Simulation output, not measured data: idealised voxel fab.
The following process module bears the name voxel quadruple lines.
Each square cell in cross-section cut measures 5 nm, and the section as a whole is 240 nm wide.
Throughout this document, each cross-section is represented as a grid of square cells and is presented as a sequence of bands enumerated from the top downward, where a band comprises one or more rows of cells.
It is stipulated that each band's entry specify, in nanometres, the height of the top of the band and then that of its bottom, followed by the materials of the band in left-to-right sequence, each together with its width in nanometres. A single material marked by the word "edge to edge" is understood to fill the band from edge to edge; the word "air" is understood to denote empty space.
We count height from 0. Below that, the starting wafer is all one material. The lowest band never ends at the bottom but goes on down; see "from 0 down" for how that is written.
The expression "30->40" gives the width at the extremes of the band, the first number at its top row of cells and the second at its bottom row, with the width changing by equal amounts from each row to the next in between.
No cell of the cross-section changed in a step that is given as "nothing different".
For the entry "Entrapped void list", the listed items are empty spaces with no open way to the top whose size is 8 cells or more; each item follows the pattern width x height at distance, where distance is from the left edge and all three are in nm.
after a step's settings: what the simulator itself notes on the step
A step's line can hold "overlay nm"; with a mask on that step, the setting says how far right of the planned place the mask lay, while a negative setting says it lay to the left.

## Set out below are the planned steps of the process
step 1: RECEIVE | material Si
step 2: CONFORMAL_DEP | material SiO2 | thk nm 10
step 3: DIRECTIONAL_DEP | material TiN | thk nm 15
step 4: DIRECTIONAL_DEP | material polySi | thk nm 20
step 5: DIRECTIONAL_DEP | material aC | thk nm 20
step 6: PATTERN | tone cover | mask id MANDREL | material resist | width nm 20 | thk nm 30 | overlay nm 0
step 7: DIRECTIONAL_ETCH | etch materials aC | depth nm 20
step 8: STRIP | etch materials resist
step 9: CONFORMAL_DEP | material SiO2 | thk nm 10
step 10: DIRECTIONAL_ETCH | etch materials SiO2 | depth nm 10
step 11: STRIP | etch materials aC
step 12: DIRECTIONAL_ETCH | etch materials polySi | depth nm 20
step 13: STRIP | etch materials SiO2
step 14: CONFORMAL_DEP | material SiCN | thk nm 10
step 15: DIRECTIONAL_ETCH | etch materials SiCN | depth nm 10
step 16: STRIP | etch materials polySi
step 17: DIRECTIONAL_ETCH | etch materials TiN | depth nm 15
step 18: STRIP | etch materials SiCN
For clarity, it should be stated that the wafers under discussion commence in an identical condition and differ with respect to the width nm of step 6, the plan indicating the value that the first wafer had.

## As-received state after step 1, first of several wafers, cross-section
* from 0 down = Si edge to edge
* Entrapped void list: none

## End of module: cross-section of the first of several wafers after step 18, the last step
* from 25 to 10 = air 90; TiN 10; air 10; TiN 20; air 10; TiN 10; air 90
* from 10 to 0 = SiO2 edge to edge
* from 0 down = Si edge to edge
* Entrapped void list: none

## Cross-section at module completion, last wafer
* from 25 to 10 = air 80; TiN 10; air 10; TiN 10; air 25; TiN 10; air 10; TiN 10; air 75
* from 10 to 0 = SiO2 edge to edge
* from 0 down = Si edge to edge
* Entrapped void list: none

## Rows = wafers. At module end, each row lists per material the cells gained (+) or lost (-) since the wafer was received, then the closed voids
width nm 20 | +96 SiO2 | +24 TiN | Entrapped void list: none
width nm 25 | +96 SiO2 | +24 TiN | Entrapped void list: none
width nm 30 | +96 SiO2 | +24 TiN | Entrapped void list: none
width nm 35 | +96 SiO2 | +24 TiN | Entrapped void list: none
width nm 40 | +96 SiO2 | +24 TiN | Entrapped void list: none
width nm 45 | +96 SiO2 | +24 TiN | Entrapped void list: none
